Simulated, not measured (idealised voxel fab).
Process module heading - voxel transistor to metal
The figure presents cross-section cut, which has a width of 290 nm and is divided into square cells with an edge length of 5 nm.
If you're reading a cross-section in this doc, picture square cells in a grid; it comes to you as bands, top ones listed first down to the bottom, and a band can be one or more rows of cells. Within each band entry, the heights of the top and of the bottom of the band appear first, in that order and in nm; the materials of the band then follow from left to right, each with its corresponding width in nm. The designation "everywhere" on a single material indicates that it fills the band from edge to edge; the designation "empty" indicates empty space. Convention: height 0 is the level below which the wafer, as received, is all one material. The lowest band does not terminate at the bottom but continues downward, represented as "z 0 and below". Think of "30..40" as a width that walks from the first number to the second as you go down the band, top row to bottom row, taking equal-sized steps from row to row. Key: "changes: none" - step with no changed cell in the cross-section. Enclosed voids (no open way to top), threshold 8 cells or more, entry "Closed void entries", notation width x height at distance, distance from left edge, nm. Whatever follows a step's settings on its line is a remark the simulator itself makes about that step. overlay nm: step with mask; distance mask lay right of planned place; negative value = left of planned place.
## Process steps foreseen in the plan
step 1: RECEIVE, material Si
step 2: OXIDIZE, depth nm 5
step 3: CONFORMAL_DEP, material SiN, thk nm 15
step 4: DIRECTIONAL_DEP, material aC, thk nm 10
step 5: PATTERN, tone cover, mask id ACTIVE, material resist, width nm 115, pitch nm 145, thk nm 25, overlay nm 0
step 6: DIRECTIONAL_ETCH, etch materials aC, depth nm 10
step 7: STRIP, etch materials resist
step 8: DIRECTIONAL_ETCH, etch materials SiN, depth nm 15
step 9: DIRECTIONAL_ETCH, etch materials SiO2, depth nm 5
step 10: DIRECTIONAL_ETCH, etch materials Si, depth nm 35
step 11: STRIP, etch materials aC
step 12: FILL_DEP, material SiO2, thk nm 15
step 13: CMP, height nm 15
step 14: SELECTIVE_ETCH, etch materials SiO2, depth nm 10
step 15: STRIP, etch materials SiN
step 16: SELECTIVE_ETCH, etch materials SiO2, depth nm 5
step 17: OXIDIZE, depth nm 5
step 18: DIRECTIONAL_DEP, material polySi, thk nm 20
step 19: DIRECTIONAL_DEP, material SiCN, thk nm 10
step 20: DIRECTIONAL_DEP, material aC, thk nm 15
step 21: PATTERN, tone cover, mask id GATE, material resist, width nm 35, pitch nm 145, thk nm 30, overlay nm 0
step 22: DIRECTIONAL_ETCH, etch materials aC, depth nm 15
step 23: STRIP, etch materials resist
step 24: DIRECTIONAL_ETCH, etch materials SiCN, depth nm 20
step 25: DIRECTIONAL_ETCH, etch materials polySi, depth nm 30
step 26: STRIP, etch materials aC
step 27: CONFORMAL_DEP, material SiO2, thk nm 5
step 28: DIRECTIONAL_ETCH, etch materials SiO2, depth nm 5
step 29: CONFORMAL_DEP, material SiN, thk nm 5
step 30: DIRECTIONAL_ETCH, etch materials SiN, depth nm 5
step 31: DIRECTIONAL_ETCH, etch materials SiO2, depth nm 5
step 32: DIRECTIONAL_ETCH, etch materials Si, depth nm 10
step 33: EPI, material SiGe, thk nm 10
step 34: FILL_DEP, material SiO2, thk nm 10
step 35: CMP, height nm 15
step 36: STRIP, etch materials polySi
step 37: SELECTIVE_ETCH, etch materials SiO2, depth nm 5
step 38: CONFORMAL_DEP, material HfO2, thk nm 5
step 39: CONFORMAL_DEP, material TiN, thk nm 5
step 40: FILL_DEP, material W, thk nm 5
step 41: CMP, height nm 10
step 42: DIRECTIONAL_DEP, material SiO2, thk nm 10
step 43: PATTERN, tone open, mask id CONTACT, material resist, width nm 20, thk nm 20, overlay nm 0
step 44: DIRECTIONAL_ETCH, etch materials SiO2, depth nm 30
step 45: STRIP, etch materials resist
step 46: CONFORMAL_DEP, material TiN, thk nm 5
step 47: FILL_DEP, material Ru, thk nm 10
step 48: CMP, height nm 20
step 49: DIRECTIONAL_DEP, material TiN, thk nm 5
step 50: DIRECTIONAL_DEP, material W, thk nm 25
step 51: PATTERN, tone cover, mask id METAL_1, material resist, width nm 20, thk nm 15, overlay nm 0
step 52: DIRECTIONAL_ETCH, etch materials W, depth nm 25
step 53: DIRECTIONAL_ETCH, etch materials TiN, depth nm 5
step 54: STRIP, etch materials resist
step 55: FILL_DEP, material lowk, thk nm 10
step 56: CMP, height nm 50
step 57: CONFORMAL_DEP, material SiCN, thk nm 5
step 58: DIRECTIONAL_DEP, material SiO2, thk nm 30
step 59: MASKED_ETCH, tone open, mask id METAL_2, width nm 20, pitch nm 145, etch materials SiO2, depth nm 15, overlay nm 0
step 60: MASKED_ETCH, tone open, mask id METAL_2_HOLES, width nm 15, pitch nm 145, etch materials SiO2, depth nm 15, overlay nm 0
step 61: MASKED_ETCH, tone open, mask id METAL_2_HOLES, width nm 15, pitch nm 145, etch materials SiCN, depth nm 5, overlay nm 0
step 62: CONFORMAL_DEP, material TiN, thk nm 5
step 63: FILL_DEP, material Cu, thk nm 10
step 64: CMP, height nm 85
step 65: CONFORMAL_DEP, material SiN, thk nm 5
## As-received state of the wafer in cross-section, equivalent to post-step 1
z 0 and below  Si everywhere
Closed void entries: none
## The first of the two wafers as seen in cross-section once the module was finished; processing followed the plan
z 90 to 85  SiN everywhere
z 85 to 75  SiO2 20 nm / TiN 5 nm / Cu 10 nm / TiN 5 nm / SiO2 125 nm / TiN 5 nm / Cu 10 nm / TiN 5 nm / SiO2 105 nm
z 75 to 70  SiO2 20 nm / TiN 5 nm / Cu 5 nm / TiN 10 nm / SiO2 125 nm / TiN 5 nm / Cu 5 nm / TiN 10 nm / SiO2 105 nm
z 70 to 55  SiO2 20 nm / TiN 5 nm / Cu 5 nm / TiN 5 nm / SiO2 130 nm / TiN 5 nm / Cu 5 nm / TiN 5 nm / SiO2 110 nm
z 55 to 50  SiCN 20 nm / TiN 15 nm / SiCN 130 nm / TiN 15 nm / SiCN 110 nm
z 50 to 25  lowk 20 nm / W 20 nm / lowk 65 nm / W 20 nm / lowk 40 nm / W 20 nm / lowk 65 nm / W 20 nm / lowk 20 nm
z 25 to 20  lowk 20 nm / TiN 20 nm / lowk 65 nm / TiN 20 nm / lowk 40 nm / TiN 20 nm / lowk 65 nm / TiN 20 nm / lowk 20 nm
z 20 to 10  SiO2 20 nm / TiN 5 nm / Ru 10 nm / TiN 5 nm / SiO2 65 nm / TiN 5 nm / Ru 10 nm / TiN 5 nm / SiO2 40 nm / TiN 5 nm / Ru 10 nm / TiN 5 nm / SiO2 65 nm / TiN 5 nm / Ru 10 nm / TiN 5 nm / SiO2 20 nm
z 10 to 5  SiO2 20 nm / TiN 5 nm / Ru 10 nm / TiN 5 nm / SiO2 5 nm / SiN 5 nm / HfO2 5 nm / TiN 5 nm / W 25 nm / TiN 5 nm / HfO2 5 nm / SiN 5 nm / SiO2 5 nm / TiN 5 nm / Ru 10 nm / TiN 5 nm / SiO2 40 nm / TiN 5 nm / Ru 10 nm / TiN 5 nm / SiO2 5 nm / SiN 5 nm / HfO2 5 nm / TiN 5 nm / W 25 nm / TiN 5 nm / HfO2 5 nm / SiN 5 nm / SiO2 5 nm / TiN 5 nm / Ru 10 nm / TiN 5 nm / SiO2 20 nm
z 5 to 0  SiO2 20 nm / TiN 20 nm / SiO2 5 nm / SiN 5 nm / HfO2 5 nm / TiN 5 nm / W 25 nm / TiN 5 nm / HfO2 5 nm / SiN 5 nm / SiO2 5 nm / TiN 20 nm / SiO2 40 nm / TiN 20 nm / SiO2 5 nm / SiN 5 nm / HfO2 5 nm / TiN 5 nm / W 25 nm / TiN 5 nm / HfO2 5 nm / SiN 5 nm / SiO2 5 nm / TiN 20 nm / SiO2 20 nm
z 0 to -5  SiO2 15 nm / SiN 5 nm / SiGe 10 nm / TiN 5 nm / SiGe 10 nm / SiN 5 nm / HfO2 5 nm / TiN 35 nm / HfO2 5 nm / SiN 5 nm / SiGe 10 nm / TiN 5 nm / SiGe 10 nm / SiN 5 nm / SiO2 30 nm / SiN 5 nm / SiGe 10 nm / TiN 5 nm / SiGe 10 nm / SiN 5 nm / HfO2 5 nm / TiN 35 nm / HfO2 5 nm / SiN 5 nm / SiGe 10 nm / TiN 5 nm / SiGe 10 nm / SiN 5 nm / SiO2 15 nm
z -5 to -10  SiO2 20 nm / SiGe 10 nm / TiN 5 nm / SiGe 10 nm / SiO2 5 nm / HfO2 45 nm / SiO2 5 nm / SiGe 10 nm / TiN 5 nm / SiGe 10 nm / SiO2 40 nm / SiGe 10 nm / TiN 5 nm / SiGe 10 nm / SiO2 5 nm / HfO2 45 nm / SiO2 5 nm / SiGe 10 nm / TiN 5 nm / SiGe 10 nm / SiO2 20 nm
z -10 to -20  SiO2 15 nm / Si 5 nm / SiGe 25 nm / Si 55 nm / SiGe 25 nm / Si 5 nm / SiO2 30 nm / Si 5 nm / SiGe 25 nm / Si 55 nm / SiGe 25 nm / Si 5 nm / SiO2 15 nm
z -20 to -40  SiO2 15 nm / Si 115 nm / SiO2 30 nm / Si 115 nm / SiO2 15 nm
z -40 and below  Si everywhere
Closed void entries: none
## Cross-sectional image of the second wafer of the two following completion of the module. Starting state and process plan were the same as for the first wafer; one execution error occurred
z 90 to 85  SiN everywhere
z 85 to 75  SiO2 20 nm / TiN 5 nm / Cu 10 nm / TiN 5 nm / SiO2 125 nm / TiN 5 nm / Cu 10 nm / TiN 5 nm / SiO2 105 nm
z 75 to 70  SiO2 20 nm / TiN 5 nm / Cu 5 nm / TiN 10 nm / SiO2 125 nm / TiN 5 nm / Cu 5 nm / TiN 10 nm / SiO2 105 nm
z 70 to 55  SiO2 20 nm / TiN 5 nm / Cu 5 nm / TiN 5 nm / SiO2 130 nm / TiN 5 nm / Cu 5 nm / TiN 5 nm / SiO2 110 nm
z 55 to 50  SiCN 20 nm / TiN 15 nm / SiCN 130 nm / TiN 15 nm / SiCN 110 nm
z 50 to 25  lowk 20 nm / W 20 nm / lowk 65 nm / W 20 nm / lowk 40 nm / W 20 nm / lowk 65 nm / W 20 nm / lowk 20 nm
z 25 to 20  lowk 20 nm / TiN 20 nm / lowk 65 nm / TiN 20 nm / lowk 40 nm / TiN 20 nm / lowk 65 nm / TiN 20 nm / lowk 20 nm
z 20 to 10  SiO2 20 nm / TiN 5 nm / Ru 10 nm / TiN 5 nm / SiO2 65 nm / TiN 5 nm / Ru 10 nm / TiN 5 nm / SiO2 40 nm / TiN 5 nm / Ru 10 nm / TiN 5 nm / SiO2 65 nm / TiN 5 nm / Ru 10 nm / TiN 5 nm / SiO2 20 nm
z 10 to 0  SiO2 20 nm / TiN 5 nm / Ru 10 nm / TiN 5 nm / SiO2 5 nm / SiN 5 nm / HfO2 5 nm / TiN 5 nm / W 25 nm / TiN 5 nm / HfO2 5 nm / SiN 5 nm / SiO2 5 nm / TiN 5 nm / Ru 10 nm / TiN 5 nm / SiO2 40 nm / TiN 5 nm / Ru 10 nm / TiN 5 nm / SiO2 5 nm / SiN 5 nm / HfO2 5 nm / TiN 5 nm / W 25 nm / TiN 5 nm / HfO2 5 nm / SiN 5 nm / SiO2 5 nm / TiN 5 nm / Ru 10 nm / TiN 5 nm / SiO2 20 nm
z 0 to -5  SiO2 20 nm / TiN 5 nm / Ru 10 nm / TiN 5 nm / SiO2 5 nm / SiN 5 nm / HfO2 5 nm / TiN 35 nm / HfO2 5 nm / SiN 5 nm / SiO2 5 nm / TiN 5 nm / Ru 10 nm / TiN 5 nm / SiO2 40 nm / TiN 5 nm / Ru 10 nm / TiN 5 nm / SiO2 5 nm / SiN 5 nm / HfO2 5 nm / TiN 35 nm / HfO2 5 nm / SiN 5 nm / SiO2 5 nm / TiN 5 nm / Ru 10 nm / TiN 5 nm / SiO2 20 nm
z -5 to -10  SiO2 20 nm / TiN 20 nm / SiO2 10 nm / HfO2 45 nm / SiO2 10 nm / TiN 20 nm / SiO2 40 nm / TiN 20 nm / SiO2 10 nm / HfO2 45 nm / SiO2 10 nm / TiN 20 nm / SiO2 20 nm
z -10 to -40  SiO2 15 nm / Si 115 nm / SiO2 30 nm / Si 115 nm / SiO2 15 nm
z -40 and below  Si everywhere
Closed void entries: none
The mistake made against the process plan was this: step 31 ran differently from the plan; actual operation with settings: DIRECTIONAL_ETCH, etch materials SiN, depth nm 5
Cell-count delta at end, second wafer over first, by material: Ru: 16 more, Si: 40 more, SiGe: 72 fewer, SiN: 4 fewer, SiO2: 12 more, TiN: 8 more
